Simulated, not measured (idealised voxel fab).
process module | voxel ribs on slabs
cross-section cut | 275 nm wide | cells 5 nm
A cross-section is a grid of square cells, given in bands from the top down. A band is one or more rows of cells.
Each band's line starts with the height of the band's top and of its bottom, in nm. Then come its materials from left to right, each with its width in nm. One material with "throughout" fills the band from edge to edge. "air" is empty space.
Height 0 is the level under which the wafer as received is all one material. The lowest band goes on downwards, as in "0 down".
A width such as "30 to 40" changes by the same amount from each row of cells to the next, from the band's top row to its bottom row.
"no change" after a step means that no cell of the cross-section changed.
closed voids: empty space of 8 cells or more with no open way to the top, each as width x height at its distance from the left edge, in nm
after a step's settings: what the simulator itself notes on the step
overlay nm, on a step with a mask: how far to the right of its planned place the mask lay; to the left if negative
plan
1 op RECEIVE | material Si
2 op DIRECTIONAL_DEP | material SiO2 | thk nm 25
3 op DIRECTIONAL_DEP | material SiN | thk nm 25
4 op PATTERN | tone cover | mask id RIB | material resist | width nm 25 | thk nm 15 | overlay nm 0
5 op DIRECTIONAL_ETCH | etch materials SiN | depth nm 20
6 op STRIP | etch materials resist
7 op MASKED_ETCH | tone cover | mask id SLAB | width nm 85 | etch materials SiN | depth nm 5 | overlay nm 0
8 op FILL_DEP | material SiO2 | thk nm 25
9 op CMP | height nm 70
10 op DIRECTIONAL_DEP | material W | thk nm 5
11 op MASKED_ETCH | tone cover | mask id HEATER | width nm 35 | etch materials W | depth nm 5 | overlay nm 0
12 op CONFORMAL_DEP | material SiO2 | thk nm 10
as received, after step 1
  0 down: Si throughout
  closed voids: none
a wafer at the end: this start, this plan, one mistake
  85 to 80: air 110 | SiO2 55 | air 110
  80 to 75: SiO2 throughout
  75 to 70: SiO2 120 | W 35 | SiO2 120
  70 to 50: SiO2 throughout
  50 to 30: SiO2 125 | SiN 25 | SiO2 125
  30 to 25: SiO2 95 | SiN 90 | SiO2 90
  25 to 0: SiO2 throughout
  0 down: Si throughout
  closed voids: none
what went wrong: step 7 ran as: op MASKED_ETCH | tone cover | mask id SLAB | width nm 90 | etch materials SiN | depth nm 5 | overlay nm 0
